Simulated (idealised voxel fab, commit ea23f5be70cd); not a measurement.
Name of the process module below: voxel tone inversion
The width of the displayed cross-section, cut, is 290 nm; its cells are square, with a size of 5 nm.
Cross-section, as written here: a square-cell grid given band by band from the top down, where a band holds one or more rows of cells. In this notation a band is specified by the heights of its top and bottom, in that order and in nm, after which its materials appear from left to right, each paired with its width in nm. The word "throughout" attached to a single material means that material fills the band from edge to edge; the word "empty" stands for empty space. Heads up on the height convention: 0 is the point under which the incoming wafer is all one material, and the lowest band has no bottom, it just keeps going down, like "0 nm and below". A width such as "30->40" changes by the same amount from each row of cells to the next, from the band's top row to its bottom row. Where the words "remains unaltered" appear for a step, the cross-section shows no cell changed by that step; every cell remained as before. Any empty space of 8 cells or more lacking an open way to the top shows up in "Trapped void list" as width x height at distance, distance from the left edge, in nm. Post-settings text on a step line: simulator's own remark regarding the step. "overlay nm" denotes, for a step that has a mask, the displacement of the mask to the right of its planned place, with negative values corresponding to the left.

Planned process steps:
1: RECEIVE,material Si
2: CONFORMAL_DEP,material SiCN,thk nm 10
3: DIRECTIONAL_DEP,material aC,thk nm 25
4: PATTERN,tone cover,mask id POSTS,material resist,width nm 20,pitch nm 35,thk nm 30,overlay nm 0
5: DIRECTIONAL_ETCH,etch materials aC,depth nm 25
6: STRIP,etch materials resist
7: FILL_DEP,material SiO2,thk nm 10
8: CMP,height nm 35
9: STRIP,etch materials aC
10: CONFORMAL_DEP,material TiN,thk nm 5
11: FILL_DEP,material Cu,thk nm 5
12: CMP,height nm 35
13: CONFORMAL_DEP,material SiN,thk nm 5

As-received wafer cross-section (after step 1):
    0 nm and below: Si throughout
    Trapped void list: none

First of two wafers at the end of the module, shown in cross-section; run carried out as planned:
    40 nm to 35 nm: SiN throughout
    35 nm to 15 nm: SiO2: 100  TiN: 5  Cu: 10  TiN: 5  SiO2: 15  TiN: 5  Cu: 10  TiN: 5  SiO2: 15  TiN: 5  Cu: 10  TiN: 5  SiO2: 100
    15 nm to 10 nm: SiO2: 100  TiN: 20  SiO2: 15  TiN: 20  SiO2: 15  TiN: 20  SiO2: 100
    10 nm to 0 nm: SiCN throughout
    0 nm and below: Si throughout
    Trapped void list: none

Cross-section of the latter of the two wafers at module completion. It had an identical start and an identical plan to the former; in running it, one mistake was made:
    40 nm to 35 nm: SiN throughout
    35 nm to 15 nm: Cu: 95  TiN: 5  SiO2: 20  TiN: 5  Cu: 5  TiN: 5  SiO2: 20  TiN: 5  Cu: 5  TiN: 5  SiO2: 20  TiN: 5  Cu: 95
    15 nm to 10 nm: TiN: 100  SiO2: 20  TiN: 15  SiO2: 20  TiN: 15  SiO2: 20  TiN: 100
    10 nm to 0 nm: SiCN throughout
    0 nm and below: Si throughout
    Trapped void list: none
Error vs. plan: so step 4 ended up running with a different setting than we planned, it ran as PATTERN,tone open,mask id POSTS,material resist,width nm 20,pitch nm 35,thk nm 30,overlay nm 0
Final tally in cells, some materials are higher or lower on the second wafer than on the first: Cu: 136 more | SiO2: 170 fewer | TiN: 34 more
